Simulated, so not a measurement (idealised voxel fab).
This is a process module. Its name is voxel trench capacitor.
Cross-sectional view cut (width: 280 nm; square cell size: 5 nm).
Cross-section format: a grid of square cells, given as bands from top to bottom; each band is one or more rows of cells.
For a band, the entry starts with two heights in nm, that of the top and then that of the bottom, and carries on with the band's materials in order from left to right, each alongside its width in nm; the word "edge to edge" beside a single material means it fills the band edge to edge, and "air" means empty space.
Height datum 0, below which the as-received substrate wafer is one material. Lowest band open at the bottom, running downward: "0 down".
The two numbers in a width such as "30->40" mark its ends across the band: the first belongs to the top row of cells, the second to the bottom row, and from each row to the next the width moves by the same amount.
It should be understood that the words "left unchanged", when stated for a given step, signify that the cross-section underwent no change in any of its cells during that step.
Entry "Enclosed cavity list" = empty spaces >= 8 cells with no open way to the top; each as width x height at distance, distance from left edge, all nm.
Note: text after step settings on the step line = simulator remark on that step.
overlay nm: where the mask lay relative to plan, measured to the right, on steps with a mask; negatives go left.
Pairs ahead. Before: cross-section ahead of one process step. After: cross-section once the step is done, shown to the lowest changed band only. Under each pair: that step, with settings. Caution: pairs may come from different runs of this module on the same starting wafer; a pair follows the pair above only where its "State on entry" entry says so.
# State on entry
  0 down | Si edge to edge
  Enclosed cavity list: none
# after
  10 to 0 | SiN edge to edge
  At heights below 0, the structure remains unaltered.
  Enclosed cavity list: none
The before and after cross-sections above differ by one step: op CONFORMAL_DEP | material SiN | thk nm 10
State on entry: The structure entering this step is exactly what the pair just above shows after its step.
# after
  25 to 10 | aC edge to edge
  At heights below 10, the structure remains unaltered.
  Enclosed cavity list: none
The before and after cross-sections above differ by one step: op DIRECTIONAL_DEP | material aC | thk nm 15
State on entry: The structure entering this step is exactly what the pair just above shows after its step.
# after
  60 to 25 | resist (100)  air (30)  resist (15)  air (30)  resist (105)
  At heights below 25, the structure remains unaltered.
  Enclosed cavity list: none
The before and after cross-sections above differ by one step: op PATTERN | tone open | mask id TRENCH | material resist | width nm 30 | pitch nm 45 | thk nm 35 | overlay nm 0
State on entry: The structure entering this step is exactly what the pair just above shows after its step.
# after
  45 to 25 | resist (100)  air (30)  resist (15)  air (30)  resist (105)
  25 to 10 | aC (100)  air (30)  aC (15)  air (30)  aC (105)
  At heights below 10, the structure remains unaltered.
  Enclosed cavity list: none
The before and after cross-sections above differ by one step: op DIRECTIONAL_ETCH | etch materials aC | depth nm 15
State on entry: The structure entering this step is exactly what the pair just above shows after its step.
# after
  25 to 10 | aC (100)  air (30)  aC (15)  air (30)  aC (105)
  At heights below 10, the structure remains unaltered.
  Enclosed cavity list: none
The before and after cross-sections above differ by one step: op STRIP | etch materials resist
State on entry: The structure entering this step is exactly what the pair just above shows after its step.
# after
  25 to 10 | aC (100)  air (30)  aC (15)  air (30)  aC (105)
  10 to 0 | SiN (100)  air (30)  SiN (15)  air (30)  SiN (105)
  At heights below 0, the structure remains unaltered.
  Enclosed cavity list: none
The before and after cross-sections above differ by one step: op DIRECTIONAL_ETCH | etch materials SiN | depth nm 10
State on entry: The structure entering this step is exactly what the pair just above shows after its step.
# after
  25 to 10 | aC (100)  air (30)  aC (15)  air (30)  aC (105)
  10 to 0 | SiN (100)  air (30)  SiN (15)  air (30)  SiN (105)
  0 to -30 | Si (100)  air (30)  Si (15)  air (30)  Si (105)
  At heights below -30, the structure remains unaltered.
  Enclosed cavity list: none
The before and after cross-sections above differ by one step: op DIRECTIONAL_ETCH | etch materials Si | depth nm 30
State on entry: The structure entering this step is exactly what the pair just above shows after its step.
# after
  10 to 0 | SiN (100)  air (30)  SiN (15)  air (30)  SiN (105)
  At heights below 0, the structure remains unaltered.
  Enclosed cavity list: none
The before and after cross-sections above differ by one step: op STRIP | etch materials aC
State on entry: The structure entering this step is exactly what the pair just above shows after its step.
# after
  15 to 10 | HfO2 (105)  air (20)  HfO2 (25)  air (20)  HfO2 (110)
  10 to 0 | SiN (100)  HfO2 (5)  air (20)  HfO2 (5)  SiN (15)  HfO2 (5)  air (20)  HfO2 (5)  SiN (105)
  0 to -25 | Si (100)  HfO2 (5)  air (20)  HfO2 (5)  Si (15)  HfO2 (5)  air (20)  HfO2 (5)  Si (105)
  -25 to -30 | Si (100)  HfO2 (30)  Si (15)  HfO2 (30)  Si (105)
  At heights below -30, the structure remains unaltered.
  Enclosed cavity list: none
The before and after cross-sections above differ by one step: op CONFORMAL_DEP | material HfO2 | thk nm 5
State on entry: The structure entering this step is exactly what the pair just above shows after its step.
# after
  20 to 15 | TiN (110)  air (10)  TiN (35)  air (10)  TiN (115)
  15 to 10 | HfO2 (105)  TiN (5)  air (10)  TiN (5)  HfO2 (25)  TiN (5)  air (10)  TiN (5)  HfO2 (110)
  10 to 0 | SiN (100)  HfO2 (5)  TiN (5)  air (10)  TiN (5)  HfO2 (5)  SiN (15)  HfO2 (5)  TiN (5)  air (10)  TiN (5)  HfO2 (5)  SiN (105)
  0 to -20 | Si (100)  HfO2 (5)  TiN (5)  air (10)  TiN (5)  HfO2 (5)  Si (15)  HfO2 (5)  TiN (5)  air (10)  TiN (5)  HfO2 (5)  Si (105)
  -20 to -25 | Si (100)  HfO2 (5)  TiN (20)  HfO2 (5)  Si (15)  HfO2 (5)  TiN (20)  HfO2 (5)  Si (105)
  At heights below -25, the structure remains unaltered.
  Enclosed cavity list: none
The before and after cross-sections above differ by one step: op CONFORMAL_DEP | material TiN | thk nm 5
State on entry: The structure entering this step is exactly what the pair just above shows after its step.
# after
  30 to 20 | W edge to edge
  20 to 15 | TiN (110)  W (10)  TiN (35)  W (10)  TiN (115)
  15 to 10 | HfO2 (105)  TiN (5)  W (10)  TiN (5)  HfO2 (25)  TiN (5)  W (10)  TiN (5)  HfO2 (110)
  10 to 0 | SiN (100)  HfO2 (5)  TiN (5)  W (10)  TiN (5)  HfO2 (5)  SiN (15)  HfO2 (5)  TiN (5)  W (10)  TiN (5)  HfO2 (5)  SiN (105)
  0 to -20 | Si (100)  HfO2 (5)  TiN (5)  W (10)  TiN (5)  HfO2 (5)  Si (15)  HfO2 (5)  TiN (5)  W (10)  TiN (5)  HfO2 (5)  Si (105)
  At heights below -20, the structure remains unaltered.
  Enclosed cavity list: none
The before and after cross-sections above differ by one step: op FILL_DEP | material W | thk nm 10
State on entry: The structure entering this step is exactly what the pair just above shows after its step.
# after
  10 to 0 | SiN (100)  HfO2 (5)  TiN (5)  W (10)  TiN (5)  HfO2 (5)  SiN (15)  HfO2 (5)  TiN (5)  W (10)  TiN (5)  HfO2 (5)  SiN (105)
  At heights below 0, the structure remains unaltered.
  Enclosed cavity list: none
The before and after cross-sections above differ by one step: op CMP | height nm 10
# State on entry
  25 to 10 | aC (100)  air (30)  aC (15)  air (30)  aC (105)
  10 to 0 | SiN (100)  air (30)  SiN (15)  air (30)  SiN (105)
  0 to -30 | Si (100)  air (30)  Si (15)  air (30)  Si (105)
  -30 down | Si edge to edge
  Enclosed cavity list: none
# after
  25 to 10 | aC (100)  air (30)  aC (15)  air (30)  aC (105)
  10 to 0 | SiN (100)  air (30)  SiN (15)  air (30)  SiN (105)
  0 to -60 | Si (100)  air (30)  Si (15)  air (30)  Si (105)
  At heights below -60, the structure remains unaltered.
  Enclosed cavity list: none
The before and after cross-sections above differ by one step: op DIRECTIONAL_ETCH | etch materials Si | depth nm 30
State on entry: The structure entering this step is exactly what the pair just above shows after its step.
# after
  10 to 0 | SiN (100)  air (30)  SiN (15)  air (30)  SiN (105)
  At heights below 0, the structure remains unaltered.
  Enclosed cavity list: none
The before and after cross-sections above differ by one step: op STRIP | etch materials aC
State on entry: The structure entering this step is exactly what the pair just above shows after its step.
# after
  15 to 10 | HfO2 (105)  air (20)  HfO2 (25)  air (20)  HfO2 (110)
  10 to 0 | SiN (100)  HfO2 (5)  air (20)  HfO2 (5)  SiN (15)  HfO2 (5)  air (20)  HfO2 (5)  SiN (105)
  0 to -55 | Si (100)  HfO2 (5)  air (20)  HfO2 (5)  Si (15)  HfO2 (5)  air (20)  HfO2 (5)  Si (105)
  -55 to -60 | Si (100)  HfO2 (30)  Si (15)  HfO2 (30)  Si (105)
  At heights below -60, the structure remains unaltered.
  Enclosed cavity list: none
The before and after cross-sections above differ by one step: op CONFORMAL_DEP | material HfO2 | thk nm 5
State on entry: The structure entering this step is exactly what the pair just above shows after its step.
# after
  20 to 15 | TiN (110)  air (10)  TiN (35)  air (10)  TiN (115)
  15 to 10 | HfO2 (105)  TiN (5)  air (10)  TiN (5)  HfO2 (25)  TiN (5)  air (10)  TiN (5)  HfO2 (110)
  10 to 0 | SiN (100)  HfO2 (5)  TiN (5)  air (10)  TiN (5)  HfO2 (5)  SiN (15)  HfO2 (5)  TiN (5)  air (10)  TiN (5)  HfO2 (5)  SiN (105)
  0 to -50 | Si (100)  HfO2 (5)  TiN (5)  air (10)  TiN (5)  HfO2 (5)  Si (15)  HfO2 (5)  TiN (5)  air (10)  TiN (5)  HfO2 (5)  Si (105)
  -50 to -55 | Si (100)  HfO2 (5)  TiN (20)  HfO2 (5)  Si (15)  HfO2 (5)  TiN (20)  HfO2 (5)  Si (105)
  At heights below -55, the structure remains unaltered.
  Enclosed cavity list: none
The before and after cross-sections above differ by one step: op CONFORMAL_DEP | material TiN | thk nm 5
State on entry: The structure entering this step is exactly what the pair just above shows after its step.
# after
  30 to 20 | W edge to edge
  20 to 15 | TiN (110)  W (10)  TiN (35)  W (10)  TiN (115)
  15 to 10 | HfO2 (105)  TiN (5)  W (10)  TiN (5)  HfO2 (25)  TiN (5)  W (10)  TiN (5)  HfO2 (110)
  10 to 0 | SiN (100)  HfO2 (5)  TiN (5)  W (10)  TiN (5)  HfO2 (5)  SiN (15)  HfO2 (5)  TiN (5)  W (10)  TiN (5)  HfO2 (5)  SiN (105)
  0 to -50 | Si (100)  HfO2 (5)  TiN (5)  W (10)  TiN (5)  HfO2 (5)  Si (15)  HfO2 (5)  TiN (5)  W (10)  TiN (5)  HfO2 (5)  Si (105)
  At heights below -50, the structure remains unaltered.
  Enclosed cavity list: none
The before and after cross-sections above differ by one step: op FILL_DEP | material W | thk nm 10
State on entry: The structure entering this step is exactly what the pair just above shows after its step.
# after
  10 to 0 | SiN (100)  HfO2 (5)  TiN (5)  W (10)  TiN (5)  HfO2 (5)  SiN (15)  HfO2 (5)  TiN (5)  W (10)  TiN (5)  HfO2 (5)  SiN (105)
  At heights below 0, the structure remains unaltered.
  Enclosed cavity list: none
The before and after cross-sections above differ by one step: op CMP | height nm 10
# State on entry
  10 to 0 | SiN (100)  air (30)  SiN (15)  air (30)  SiN (105)
  0 to -30 | Si (100)  air (30)  Si (15)  air (30)  Si (105)
  -30 down | Si edge to edge
  Enclosed cavity list: none
# after
  15 to 10 | TiN (105)  air (20)  TiN (25)  air (20)  TiN (110)
  10 to 0 | SiN (100)  TiN (5)  air (20)  TiN (5)  SiN (15)  TiN (5)  air (20)  TiN (5)  SiN (105)
  0 to -25 | Si (100)  TiN (5)  air (20)  TiN (5)  Si (15)  TiN (5)  air (20)  TiN (5)  Si (105)
  -25 to -30 | Si (100)  TiN (30)  Si (15)  TiN (30)  Si (105)
  At heights below -30, the structure remains unaltered.
  Enclosed cavity list: none
The before and after cross-sections above differ by one step: op CONFORMAL_DEP | material TiN | thk nm 5
State on entry: The structure entering this step is exactly what the pair just above shows after its step.
# after
  20 to 15 | HfO2 (110)  air (10)  HfO2 (35)  air (10)  HfO2 (115)
  15 to 10 | TiN (105)  HfO2 (5)  air (10)  HfO2 (5)  TiN (25)  HfO2 (5)  air (10)  HfO2 (5)  TiN (110)
  10 to 0 | SiN (100)  TiN (5)  HfO2 (5)  air (10)  HfO2 (5)  TiN (5)  SiN (15)  TiN (5)  HfO2 (5)  air (10)  HfO2 (5)  TiN (5)  SiN (105)
  0 to -20 | Si (100)  TiN (5)  HfO2 (5)  air (10)  HfO2 (5)  TiN (5)  Si (15)  TiN (5)  HfO2 (5)  air (10)  HfO2 (5)  TiN (5)  Si (105)
  -20 to -25 | Si (100)  TiN (5)  HfO2 (20)  TiN (5)  Si (15)  TiN (5)  HfO2 (20)  TiN (5)  Si (105)
  At heights below -25, the structure remains unaltered.
  Enclosed cavity list: none
The before and after cross-sections above differ by one step: op CONFORMAL_DEP | material HfO2 | thk nm 5
State on entry: The structure entering this step is exactly what the pair just above shows after its step.
# after
  30 to 20 | W edge to edge
  20 to 15 | HfO2 (110)  W (10)  HfO2 (35)  W (10)  HfO2 (115)
  15 to 10 | TiN (105)  HfO2 (5)  W (10)  HfO2 (5)  TiN (25)  HfO2 (5)  W (10)  HfO2 (5)  TiN (110)
  10 to 0 | SiN (100)  TiN (5)  HfO2 (5)  W (10)  HfO2 (5)  TiN (5)  SiN (15)  TiN (5)  HfO2 (5)  W (10)  HfO2 (5)  TiN (5)  SiN (105)
  0 to -20 | Si (100)  TiN (5)  HfO2 (5)  W (10)  HfO2 (5)  TiN (5)  Si (15)  TiN (5)  HfO2 (5)  W (10)  HfO2 (5)  TiN (5)  Si (105)
  At heights below -20, the structure remains unaltered.
  Enclosed cavity list: none
The before and after cross-sections above differ by one step: op FILL_DEP | material W | thk nm 10
State on entry: The structure entering this step is exactly what the pair just above shows after its step.
# after
  10 to 0 | SiN (100)  TiN (5)  HfO2 (5)  W (10)  HfO2 (5)  TiN (5)  SiN (15)  TiN (5)  HfO2 (5)  W (10)  HfO2 (5)  TiN (5)  SiN (105)
  At heights below 0, the structure remains unaltered.
  Enclosed cavity list: none
The before and after cross-sections above differ by one step: op CMP | height nm 10
# State on entry
  0 down | Si edge to edge
  Enclosed cavity list: none
# after
  5 to 0 | SiN edge to edge
  At heights below 0, the structure remains unaltered.
  Enclosed cavity list: none
The before and after cross-sections above differ by one step: op CONFORMAL_DEP | material SiN | thk nm 5
State on entry: The structure entering this step is exactly what the pair just above shows after its step.
# after
  20 to 5 | aC edge to edge
  At heights below 5, the structure remains unaltered.
  Enclosed cavity list: none
The before and after cross-sections above differ by one step: op DIRECTIONAL_DEP | material aC | thk nm 15
State on entry: The structure entering this step is exactly what the pair just above shows after its step.
# after
  55 to 20 | resist (100)  air (30)  resist (15)  air (30)  resist (105)
  At heights below 20, the structure remains unaltered.
  Enclosed cavity list: none
The before and after cross-sections above differ by one step: op PATTERN | tone open | mask id TRENCH | material resist | width nm 30 | pitch nm 45 | thk nm 35 | overlay nm 0
State on entry: The structure entering this step is exactly what the pair just above shows after its step.
# after
  40 to 20 | resist (100)  air (30)  resist (15)  air (30)  resist (105)
  20 to 5 | aC (100)  air (30)  aC (15)  air (30)  aC (105)
  At heights below 5, the structure remains unaltered.
  Enclosed cavity list: none
The before and after cross-sections above differ by one step: op DIRECTIONAL_ETCH | etch materials aC | depth nm 15
State on entry: The structure entering this step is exactly what the pair just above shows after its step.
# after
  20 to 5 | aC (100)  air (30)  aC (15)  air (30)  aC (105)
  At heights below 5, the structure remains unaltered.
  Enclosed cavity list: none
The before and after cross-sections above differ by one step: op STRIP | etch materials resist
State on entry: The structure entering this step is exactly what the pair just above shows after its step.
# after
  20 to 5 | aC (100)  air (30)  aC (15)  air (30)  aC (105)
  5 to 0 | SiN (100)  air (30)  SiN (15)  air (30)  SiN (105)
  At heights below 0, the structure remains unaltered.
  Enclosed cavity list: none
The before and after cross-sections above differ by one step: op DIRECTIONAL_ETCH | etch materials SiN | depth nm 10
State on entry: The structure entering this step is exactly what the pair just above shows after its step.
# after
  20 to 5 | aC (100)  air (30)  aC (15)  air (30)  aC (105)
  5 to 0 | SiN (100)  air (30)  SiN (15)  air (30)  SiN (105)
  0 to -30 | Si (100)  air (30)  Si (15)  air (30)  Si (105)
  At heights below -30, the structure remains unaltered.
  Enclosed cavity list: none
The before and after cross-sections above differ by one step: op DIRECTIONAL_ETCH | etch materials Si | depth nm 30
State on entry: The structure entering this step is exactly what the pair just above shows after its step.
# after
  5 to 0 | SiN (100)  air (30)  SiN (15)  air (30)  SiN (105)
  At heights below 0, the structure remains unaltered.
  Enclosed cavity list: none
The before and after cross-sections above differ by one step: op STRIP | etch materials aC
State on entry: The structure entering this step is exactly what the pair just above shows after its step.
# after
  10 to 5 | HfO2 (105)  air (20)  HfO2 (25)  air (20)  HfO2 (110)
  5 to 0 | SiN (100)  HfO2 (5)  air (20)  HfO2 (5)  SiN (15)  HfO2 (5)  air (20)  HfO2 (5)  SiN (105)
  0 to -25 | Si (100)  HfO2 (5)  air (20)  HfO2 (5)  Si (15)  HfO2 (5)  air (20)  HfO2 (5)  Si (105)
  -25 to -30 | Si (100)  HfO2 (30)  Si (15)  HfO2 (30)  Si (105)
  At heights below -30, the structure remains unaltered.
  Enclosed cavity list: none
The before and after cross-sections above differ by one step: op CONFORMAL_DEP | material HfO2 | thk nm 5
State on entry: The structure entering this step is exactly what the pair just above shows after its step.
# after
  15 to 10 | TiN (110)  air (10)  TiN (35)  air (10)  TiN (115)
  10 to 5 | HfO2 (105)  TiN (5)  air (10)  TiN (5)  HfO2 (25)  TiN (5)  air (10)  TiN (5)  HfO2 (110)
  5 to 0 | SiN (100)  HfO2 (5)  TiN (5)  air (10)  TiN (5)  HfO2 (5)  SiN (15)  HfO2 (5)  TiN (5)  air (10)  TiN (5)  HfO2 (5)  SiN (105)
  0 to -20 | Si (100)  HfO2 (5)  TiN (5)  air (10)  TiN (5)  HfO2 (5)  Si (15)  HfO2 (5)  TiN (5)  air (10)  TiN (5)  HfO2 (5)  Si (105)
  -20 to -25 | Si (100)  HfO2 (5)  TiN (20)  HfO2 (5)  Si (15)  HfO2 (5)  TiN (20)  HfO2 (5)  Si (105)
  At heights below -25, the structure remains unaltered.
  Enclosed cavity list: none
The before and after cross-sections above differ by one step: op CONFORMAL_DEP | material TiN | thk nm 5
State on entry: The structure entering this step is exactly what the pair just above shows after its step.
# after
  25 to 15 | W edge to edge
  15 to 10 | TiN (110)  W (10)  TiN (35)  W (10)  TiN (115)
  10 to 5 | HfO2 (105)  TiN (5)  W (10)  TiN (5)  HfO2 (25)  TiN (5)  W (10)  TiN (5)  HfO2 (110)
  5 to 0 | SiN (100)  HfO2 (5)  TiN (5)  W (10)  TiN (5)  HfO2 (5)  SiN (15)  HfO2 (5)  TiN (5)  W (10)  TiN (5)  HfO2 (5)  SiN (105)
  0 to -20 | Si (100)  HfO2 (5)  TiN (5)  W (10)  TiN (5)  HfO2 (5)  Si (15)  HfO2 (5)  TiN (5)  W (10)  TiN (5)  HfO2 (5)  Si (105)
  At heights below -20, the structure remains unaltered.
  Enclosed cavity list: none
The before and after cross-sections above differ by one step: op FILL_DEP | material W | thk nm 10
State on entry: The structure entering this step is exactly what the pair just above shows after its step.
# after
  10 to 5 | HfO2 (105)  TiN (5)  W (10)  TiN (5)  HfO2 (25)  TiN (5)  W (10)  TiN (5)  HfO2 (110)
  At heights below 5, the structure remains unaltered.
  Enclosed cavity list: none
The before and after cross-sections above differ by one step: op CMP | height nm 10
# State on entry
  25 to 10 | aC edge to edge
  10 to 0 | SiN edge to edge
  0 down | Si edge to edge
  Enclosed cavity list: none
# after
  60 to 25 | resist (105)  air (25)  resist (20)  air (25)  resist (105)
  At heights below 25, the structure remains unaltered.
  Enclosed cavity list: none
The before and after cross-sections above differ by one step: op PATTERN | tone open | mask id TRENCH | material resist | width nm 25 | pitch nm 45 | thk nm 35 | overlay nm 0
State on entry: The structure entering this step is exactly what the pair just above shows after its step.
# after
  45 to 25 | resist (105)  air (25)  resist (20)  air (25)  resist (105)
  25 to 10 | aC (105)  air (25)  aC (20)  air (25)  aC (105)
  At heights below 10, the structure remains unaltered.
  Enclosed cavity list: none
The before and after cross-sections above differ by one step: op DIRECTIONAL_ETCH | etch materials aC | depth nm 15
State on entry: The structure entering this step is exactly what the pair just above shows after its step.
# after
  25 to 10 | aC (105)  air (25)  aC (20)  air (25)  aC (105)
  At heights below 10, the structure remains unaltered.
  Enclosed cavity list: none
The before and after cross-sections above differ by one step: op STRIP | etch materials resist
State on entry: The structure entering this step is exactly what the pair just above shows after its step.
# after
  25 to 10 | aC (105)  air (25)  aC (20)  air (25)  aC (105)
  10 to 0 | SiN (105)  air (25)  SiN (20)  air (25)  SiN (105)
  At heights below 0, the structure remains unaltered.
  Enclosed cavity list: none
The before and after cross-sections above differ by one step: op DIRECTIONAL_ETCH | etch materials SiN | depth nm 10
State on entry: The structure entering this step is exactly what the pair just above shows after its step.
# after
  25 to 10 | aC (105)  air (25)  aC (20)  air (25)  aC (105)
  10 to 0 | SiN (105)  air (25)  SiN (20)  air (25)  SiN (105)
  0 to -30 | Si (105)  air (25)  Si (20)  air (25)  Si (105)
  At heights below -30, the structure remains unaltered.
  Enclosed cavity list: none
The before and after cross-sections above differ by one step: op DIRECTIONAL_ETCH | etch materials Si | depth nm 30
State on entry: The structure entering this step is exactly what the pair just above shows after its step.
# after
  10 to 0 | SiN (105)  air (25)  SiN (20)  air (25)  SiN (105)
  At heights below 0, the structure remains unaltered.
  Enclosed cavity list: none
The before and after cross-sections above differ by one step: op STRIP | etch materials aC
State on entry: The structure entering this step is exactly what the pair just above shows after its step.
# after
  15 to 10 | HfO2 (110)  air (15)  HfO2 (30)  air (15)  HfO2 (110)
  10 to 0 | SiN (105)  HfO2 (5)  air (15)  HfO2 (5)  SiN (20)  HfO2 (5)  air (15)  HfO2 (5)  SiN (105)
  0 to -25 | Si (105)  HfO2 (5)  air (15)  HfO2 (5)  Si (20)  HfO2 (5)  air (15)  HfO2 (5)  Si (105)
  -25 to -30 | Si (105)  HfO2 (25)  Si (20)  HfO2 (25)  Si (105)
  At heights below -30, the structure remains unaltered.
  Enclosed cavity list: none
The before and after cross-sections above differ by one step: op CONFORMAL_DEP | material HfO2 | thk nm 5
State on entry: The structure entering this step is exactly what the pair just above shows after its step.
# after
  20 to 15 | TiN (115)  air (5)  TiN (40)  air (5)  TiN (115)
  15 to 10 | HfO2 (110)  TiN (5)  air (5)  TiN (5)  HfO2 (30)  TiN (5)  air (5)  TiN (5)  HfO2 (110)
  10 to 0 | SiN (105)  HfO2 (5)  TiN (5)  air (5)  TiN (5)  HfO2 (5)  SiN (20)  HfO2 (5)  TiN (5)  air (5)  TiN (5)  HfO2 (5)  SiN (105)
  0 to -20 | Si (105)  HfO2 (5)  TiN (5)  air (5)  TiN (5)  HfO2 (5)  Si (20)  HfO2 (5)  TiN (5)  air (5)  TiN (5)  HfO2 (5)  Si (105)
  -20 to -25 | Si (105)  HfO2 (5)  TiN (15)  HfO2 (5)  Si (20)  HfO2 (5)  TiN (15)  HfO2 (5)  Si (105)
  At heights below -25, the structure remains unaltered.
  Enclosed cavity list: none
The before and after cross-sections above differ by one step: op CONFORMAL_DEP | material TiN | thk nm 5
State on entry: The structure entering this step is exactly what the pair just above shows after its step.
# after
  30 to 20 | W edge to edge
  20 to 15 | TiN (115)  W (5)  TiN (40)  W (5)  TiN (115)
  15 to 10 | HfO2 (110)  TiN (5)  W (5)  TiN (5)  HfO2 (30)  TiN (5)  W (5)  TiN (5)  HfO2 (110)
  10 to 0 | SiN (105)  HfO2 (5)  TiN (5)  W (5)  TiN (5)  HfO2 (5)  SiN (20)  HfO2 (5)  TiN (5)  W (5)  TiN (5)  HfO2 (5)  SiN (105)
  0 to -20 | Si (105)  HfO2 (5)  TiN (5)  W (5)  TiN (5)  HfO2 (5)  Si (20)  HfO2 (5)  TiN (5)  W (5)  TiN (5)  HfO2 (5)  Si (105)
  At heights below -20, the structure remains unaltered.
  Enclosed cavity list: none
The before and after cross-sections above differ by one step: op FILL_DEP | material W | thk nm 10
State on entry: The structure entering this step is exactly what the pair just above shows after its step.
# after
  10 to 0 | SiN (105)  HfO2 (5)  TiN (5)  W (5)  TiN (5)  HfO2 (5)  SiN (20)  HfO2 (5)  TiN (5)  W (5)  TiN (5)  HfO2 (5)  SiN (105)
  At heights below 0, the structure remains unaltered.
  Enclosed cavity list: none
The before and after cross-sections above differ by one step: op CMP | height nm 10
# State on entry
  25 to 10 | aC edge to edge
  10 to 0 | SiN edge to edge
  0 down | Si edge to edge
  Enclosed cavity list: none
# after
  60 to 25 | resist (90)  air (30)  resist (15)  air (30)  resist (115)
  At heights below 25, the structure remains unaltered.
  Enclosed cavity list: none
The before and after cross-sections above differ by one step: op PATTERN | tone open | mask id TRENCH | material resist | width nm 30 | pitch nm 45 | thk nm 35 | overlay nm -10
State on entry: The structure entering this step is exactly what the pair just above shows after its step.
# after
  45 to 25 | resist (90)  air (30)  resist (15)  air (30)  resist (115)
  25 to 10 | aC (90)  air (30)  aC (15)  air (30)  aC (115)
  At heights below 10, the structure remains unaltered.
  Enclosed cavity list: none
The before and after cross-sections above differ by one step: op DIRECTIONAL_ETCH | etch materials aC | depth nm 15
State on entry: The structure entering this step is exactly what the pair just above shows after its step.
# after
  25 to 10 | aC (90)  air (30)  aC (15)  air (30)  aC (115)
  At heights below 10, the structure remains unaltered.
  Enclosed cavity list: none
The before and after cross-sections above differ by one step: op STRIP | etch materials resist
State on entry: The structure entering this step is exactly what the pair just above shows after its step.
# after
  25 to 10 | aC (90)  air (30)  aC (15)  air (30)  aC (115)
  10 to 0 | SiN (90)  air (30)  SiN (15)  air (30)  SiN (115)
  At heights below 0, the structure remains unaltered.
  Enclosed cavity list: none
The before and after cross-sections above differ by one step: op DIRECTIONAL_ETCH | etch materials SiN | depth nm 10
State on entry: The structure entering this step is exactly what the pair just above shows after its step.
# after
  25 to 10 | aC (90)  air (30)  aC (15)  air (30)  aC (115)
  10 to 0 | SiN (90)  air (30)  SiN (15)  air (30)  SiN (115)
  0 to -30 | Si (90)  air (30)  Si (15)  air (30)  Si (115)
  At heights below -30, the structure remains unaltered.
  Enclosed cavity list: none
The before and after cross-sections above differ by one step: op DIRECTIONAL_ETCH | etch materials Si | depth nm 30
State on entry: The structure entering this step is exactly what the pair just above shows after its step.
# after
  10 to 0 | SiN (90)  air (30)  SiN (15)  air (30)  SiN (115)
  At heights below 0, the structure remains unaltered.
  Enclosed cavity list: none
The before and after cross-sections above differ by one step: op STRIP | etch materials aC
State on entry: The structure entering this step is exactly what the pair just above shows after its step.
# after
  15 to 10 | HfO2 (95)  air (20)  HfO2 (25)  air (20)  HfO2 (120)
  10 to 0 | SiN (90)  HfO2 (5)  air (20)  HfO2 (5)  SiN (15)  HfO2 (5)  air (20)  HfO2 (5)  SiN (115)
  0 to -25 | Si (90)  HfO2 (5)  air (20)  HfO2 (5)  Si (15)  HfO2 (5)  air (20)  HfO2 (5)  Si (115)
  -25 to -30 | Si (90)  HfO2 (30)  Si (15)  HfO2 (30)  Si (115)
  At heights below -30, the structure remains unaltered.
  Enclosed cavity list: none
The before and after cross-sections above differ by one step: op CONFORMAL_DEP | material HfO2 | thk nm 5
State on entry: The structure entering this step is exactly what the pair just above shows after its step.
# after
  20 to 15 | TiN (100)  air (10)  TiN (35)  air (10)  TiN (125)
  15 to 10 | HfO2 (95)  TiN (5)  air (10)  TiN (5)  HfO2 (25)  TiN (5)  air (10)  TiN (5)  HfO2 (120)
  10 to 0 | SiN (90)  HfO2 (5)  TiN (5)  air (10)  TiN (5)  HfO2 (5)  SiN (15)  HfO2 (5)  TiN (5)  air (10)  TiN (5)  HfO2 (5)  SiN (115)
  0 to -20 | Si (90)  HfO2 (5)  TiN (5)  air (10)  TiN (5)  HfO2 (5)  Si (15)  HfO2 (5)  TiN (5)  air (10)  TiN (5)  HfO2 (5)  Si (115)
  -20 to -25 | Si (90)  HfO2 (5)  TiN (20)  HfO2 (5)  Si (15)  HfO2 (5)  TiN (20)  HfO2 (5)  Si (115)
  At heights below -25, the structure remains unaltered.
  Enclosed cavity list: none
The before and after cross-sections above differ by one step: op CONFORMAL_DEP | material TiN | thk nm 5
State on entry: The structure entering this step is exactly what the pair just above shows after its step.
# after
  30 to 20 | W edge to edge
  20 to 15 | TiN (100)  W (10)  TiN (35)  W (10)  TiN (125)
  15 to 10 | HfO2 (95)  TiN (5)  W (10)  TiN (5)  HfO2 (25)  TiN (5)  W (10)  TiN (5)  HfO2 (120)
  10 to 0 | SiN (90)  HfO2 (5)  TiN (5)  W (10)  TiN (5)  HfO2 (5)  SiN (15)  HfO2 (5)  TiN (5)  W (10)  TiN (5)  HfO2 (5)  SiN (115)
  0 to -20 | Si (90)  HfO2 (5)  TiN (5)  W (10)  TiN (5)  HfO2 (5)  Si (15)  HfO2 (5)  TiN (5)  W (10)  TiN (5)  HfO2 (5)  Si (115)
  At heights below -20, the structure remains unaltered.
  Enclosed cavity list: none
The before and after cross-sections above differ by one step: op FILL_DEP | material W | thk nm 10
State on entry: The structure entering this step is exactly what the pair just above shows after its step.
# after
  10 to 0 | SiN (90)  HfO2 (5)  TiN (5)  W (10)  TiN (5)  HfO2 (5)  SiN (15)  HfO2 (5)  TiN (5)  W (10)  TiN (5)  HfO2 (5)  SiN (115)
  At heights below 0, the structure remains unaltered.
  Enclosed cavity list: none
The before and after cross-sections above differ by one step: op CMP | height nm 10
# State on entry
  10 to 0 | SiN (100)  air (30)  SiN (15)  air (30)  SiN (105)
  0 to -30 | Si (100)  air (30)  Si (15)  air (30)  Si (105)
  -30 down | Si edge to edge
  Enclosed cavity list: none
# after
  15 to 10 | aC (105)  air (20)  aC (25)  air (20)  aC (110)
  10 to 0 | SiN (100)  aC (5)  air (20)  aC (5)  SiN (15)  aC (5)  air (20)  aC (5)  SiN (105)
  0 to -25 | Si (100)  aC (5)  air (20)  aC (5)  Si (15)  aC (5)  air (20)  aC (5)  Si (105)
  -25 to -30 | Si (100)  aC (30)  Si (15)  aC (30)  Si (105)
  At heights below -30, the structure remains unaltered.
  Enclosed cavity list: none
The before and after cross-sections above differ by one step: op CONFORMAL_DEP | material aC | thk nm 5
